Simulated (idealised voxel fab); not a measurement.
You're looking at the process module voxel wiring stack.
Pictured: cross-section cut, 140 nm wide, on a grid of 5 nm square cells.
Cross-section = grid of square cells, listed top down in bands; band = one or more rows. A band entry consists of two parts. The first gives the height of the band's top and the height of its bottom, in nm. The rest lists the band's materials from left to right, each with its width in nm. A single material labelled with the word "throughout" fills the band from edge to edge, and the word "blank" marks empty space. A quick word on heights: they are counted from 0, and under that level the wafer as it came to us is one material throughout. The lowest band is different from the rest in having no bottom; it simply continues downward, written as in "z 0 and below". With a width like "30..40", each row of cells in the band differs from the next by the same amount, the top row carrying the first number and the bottom row the second. Where a step carries "remained unchanged", the cross-section came out of it unchanged, cell for cell. Closed-off voids of 8+ cells (no open route to the top) go in "Sealed void list", written width x height at distance from the left edge, in nm. If you see something after the settings on a step's line, that's the simulator's own remark about that step. overlay nm: right-of-plan distance of the mask on a masked step; negative values mean left-of-plan.
## Process steps foreseen in the plan
1: RECEIVE: material Si
2: CONFORMAL_DEP: material SiO2, thk nm 10
3: CONFORMAL_DEP: material SiCN, thk nm 5
4: DIRECTIONAL_DEP: material SiO2, thk nm 25
5: MASKED_ETCH: tone open, mask id METAL_1, width nm 20, pitch nm 35, etch materials SiO2, depth nm 25, overlay nm 0
6: MASKED_ETCH: tone open, mask id METAL_1, width nm 20, pitch nm 35, etch materials SiCN, depth nm 5, overlay nm 0
7: CONFORMAL_DEP: material TiN, thk nm 5
8: FILL_DEP: material W, thk nm 10
9: CMP: height nm 40
10: EPI: material Ru, thk nm 5
11: FILL_DEP: material SiCN, thk nm 5
12: DIRECTIONAL_DEP: material lowk, thk nm 10
13: PATTERN: tone open, mask id PLUG_1, material resist, width nm 15, pitch nm 70, thk nm 20, overlay nm 0
14: DIRECTIONAL_ETCH: etch materials lowk, depth nm 10
15: DIRECTIONAL_ETCH: etch materials SiCN, depth nm 5
16: STRIP: etch materials resist
17: CONFORMAL_DEP: material TiN, thk nm 5
18: FILL_DEP: material W, thk nm 5
19: CMP: height nm 60
20: DIRECTIONAL_DEP: material TiN, thk nm 5
21: DIRECTIONAL_DEP: material Ru, thk nm 20
22: MASKED_ETCH: tone cover, mask id METAL_2, width nm 20, pitch nm 35, etch materials Ru, depth nm 20, overlay nm 0
23: MASKED_ETCH: tone cover, mask id METAL_2, width nm 20, pitch nm 35, etch materials TiN, depth nm 5, overlay nm 0
24: CONFORMAL_DEP: material SiN, thk nm 5
25: FILL_DEP: material lowk, thk nm 10
26: CMP: height nm 85
27: CONFORMAL_DEP: material SiCN, thk nm 5
28: DIRECTIONAL_DEP: material SiO2, thk nm 35
29: PATTERN: tone open, mask id METAL_3, material resist, width nm 20, pitch nm 35, thk nm 15, overlay nm -10
30: DIRECTIONAL_ETCH: etch materials SiO2, depth nm 20
31: STRIP: etch materials resist
32: PATTERN: tone open, mask id METAL_3_HOLES, material resist, width nm 15, pitch nm 35, thk nm 15, overlay nm 0
33: DIRECTIONAL_ETCH: etch materials SiO2, depth nm 15
34: DIRECTIONAL_ETCH: etch materials SiCN, depth nm 5
35: STRIP: etch materials resist
36: CONFORMAL_DEP: material TiN, thk nm 5
37: FILL_DEP: material Cu, thk nm 10
38: CMP: height nm 125
39: CONFORMAL_DEP: material SiN, thk nm 5
Wafers differ in overlay nm at step 29; plan lists the first wafer's value; identical starting state.
## Cross-section: the first of several wafers in its as-received state, i.e. following step 1
- z 0 and below = Si throughout
- Sealed void list: none
## First of several wafers, sectioned at end of module (last step: step 39)
- z 130 to 125 = SiN throughout
- z 125 to 115 = 15 nm SiO2, then 5 nm TiN, then 15 nm Cu, then 5 nm TiN, then 10 nm SiO2, then 5 nm TiN, then 15 nm Cu, then 5 nm TiN, then 10 nm SiO2, then 5 nm TiN, then 15 nm Cu, then 5 nm TiN, then 30 nm SiO2
- z 115 to 110 = 15 nm SiO2, then 5 nm TiN, then 10 nm Cu, then 10 nm TiN, then 10 nm SiO2, then 5 nm TiN, then 10 nm Cu, then 10 nm TiN, then 10 nm SiO2, then 5 nm TiN, then 10 nm Cu, then 10 nm TiN, then 30 nm SiO2
- z 110 to 105 = 15 nm SiO2, then 20 nm TiN, then 15 nm SiO2, then 20 nm TiN, then 15 nm SiO2, then 20 nm TiN, then 35 nm SiO2
- z 105 to 90 = 25 nm SiO2, then 10 nm TiN, then 25 nm SiO2, then 10 nm TiN, then 25 nm SiO2, then 10 nm TiN, then 35 nm SiO2
- z 90 to 85 = 25 nm SiCN, then 10 nm TiN, then 25 nm SiCN, then 10 nm TiN, then 25 nm SiCN, then 10 nm TiN, then 35 nm SiCN
- z 85 to 65 = 20 nm lowk, then 5 nm SiN, then 20 nm Ru, then 5 nm SiN, then 5 nm lowk, then 5 nm SiN, then 20 nm Ru, then 5 nm SiN, then 5 nm lowk, then 5 nm SiN, then 20 nm Ru, then 5 nm SiN, then 20 nm lowk
- z 65 to 60 = 25 nm SiN, then 20 nm TiN, then 15 nm SiN, then 20 nm TiN, then 15 nm SiN, then 20 nm TiN, then 25 nm SiN
- z 60 to 50 = 25 nm lowk, then 5 nm TiN, then 5 nm W, then 5 nm TiN, then 55 nm lowk, then 5 nm TiN, then 5 nm W, then 5 nm TiN, then 30 nm lowk
- z 50 to 45 = 25 nm SiCN, then 15 nm TiN, then 55 nm SiCN, then 15 nm TiN, then 30 nm SiCN
- z 45 to 40 = 20 nm SiCN, then 30 nm Ru, then 5 nm SiCN, then 30 nm Ru, then 5 nm SiCN, then 30 nm Ru, then 20 nm SiCN
- z 40 to 15 = 25 nm SiO2, then 5 nm TiN, then 10 nm W, then 5 nm TiN, then 15 nm SiO2, then 5 nm TiN, then 10 nm W, then 5 nm TiN, then 15 nm SiO2, then 5 nm TiN, then 10 nm W, then 5 nm TiN, then 25 nm SiO2
- z 15 to 10 = 25 nm SiCN, then 20 nm TiN, then 15 nm SiCN, then 20 nm TiN, then 15 nm SiCN, then 20 nm TiN, then 25 nm SiCN
- z 10 to 0 = SiO2 throughout
- z 0 and below = Si throughout
- Sealed void list: none
## The final wafer, sectioned at module end
- z 130 to 125 = SiN throughout
- z 125 to 115 = 25 nm SiO2, then 5 nm TiN, then 20 nm Cu, then 5 nm TiN, then 5 nm SiO2, then 5 nm TiN, then 20 nm Cu, then 5 nm TiN, then 5 nm SiO2, then 5 nm TiN, then 20 nm Cu, then 5 nm TiN, then 15 nm SiO2
- z 115 to 110 = 25 nm SiO2, then 15 nm TiN, then 10 nm Cu, then 5 nm TiN, then 5 nm SiO2, then 15 nm TiN, then 10 nm Cu, then 5 nm TiN, then 5 nm SiO2, then 15 nm TiN, then 10 nm Cu, then 5 nm TiN, then 15 nm SiO2
- z 110 to 105 = 35 nm SiO2, then 20 nm TiN, then 15 nm SiO2, then 20 nm TiN, then 15 nm SiO2, then 20 nm TiN, then 15 nm SiO2
- z 105 to 90 = 35 nm SiO2, then 5 nm TiN, then 30 nm SiO2, then 5 nm TiN, then 30 nm SiO2, then 5 nm TiN, then 30 nm SiO2
- z 90 to 85 = 35 nm SiCN, then 5 nm TiN, then 30 nm SiCN, then 5 nm TiN, then 30 nm SiCN, then 5 nm TiN, then 30 nm SiCN
- z 85 to 65 = 20 nm lowk, then 5 nm SiN, then 20 nm Ru, then 5 nm SiN, then 5 nm lowk, then 5 nm SiN, then 20 nm Ru, then 5 nm SiN, then 5 nm lowk, then 5 nm SiN, then 20 nm Ru, then 5 nm SiN, then 20 nm lowk
- z 65 to 60 = 25 nm SiN, then 20 nm TiN, then 15 nm SiN, then 20 nm TiN, then 15 nm SiN, then 20 nm TiN, then 25 nm SiN
- z 60 to 50 = 25 nm lowk, then 5 nm TiN, then 5 nm W, then 5 nm TiN, then 55 nm lowk, then 5 nm TiN, then 5 nm W, then 5 nm TiN, then 30 nm lowk
- z 50 to 45 = 25 nm SiCN, then 15 nm TiN, then 55 nm SiCN, then 15 nm TiN, then 30 nm SiCN
- z 45 to 40 = 20 nm SiCN, then 30 nm Ru, then 5 nm SiCN, then 30 nm Ru, then 5 nm SiCN, then 30 nm Ru, then 20 nm SiCN
- z 40 to 15 = 25 nm SiO2, then 5 nm TiN, then 10 nm W, then 5 nm TiN, then 15 nm SiO2, then 5 nm TiN, then 10 nm W, then 5 nm TiN, then 15 nm SiO2, then 5 nm TiN, then 10 nm W, then 5 nm TiN, then 25 nm SiO2
- z 15 to 10 = 25 nm SiCN, then 20 nm TiN, then 15 nm SiCN, then 20 nm TiN, then 15 nm SiCN, then 20 nm TiN, then 25 nm SiCN
- z 10 to 0 = SiO2 throughout
- z 0 and below = Si throughout
- Sealed void list: none
## Every row in this table is a wafer at the end of the module, and it gives, for each of the materials, the cells that wafer has gained (+) or lost (-) since it was received, then its closed voids
overlay nm -10 | +24 Cu | +66 Ru | +70 SiCN | +68 SiN | +257 SiO2 | +125 TiN | +34 W | +84 lowk | Sealed void list: none
overlay nm -5 | +30 Cu | +66 Ru | +67 SiCN | +68 SiN | +257 SiO2 | +122 TiN | +34 W | +84 lowk | Sealed void list: none
overlay nm 0 | +30 Cu | +66 Ru | +67 SiCN | +68 SiN | +257 SiO2 | +122 TiN | +34 W | +84 lowk | Sealed void list: none
overlay nm 5 | +24 Cu | +66 Ru | +70 SiCN | +68 SiN | +257 SiO2 | +125 TiN | +34 W | +84 lowk | Sealed void list: none
overlay nm 10 | +30 Cu | +66 Ru | +73 SiCN | +68 SiN | +257 SiO2 | +116 TiN | +34 W | +84 lowk | Sealed void list: none
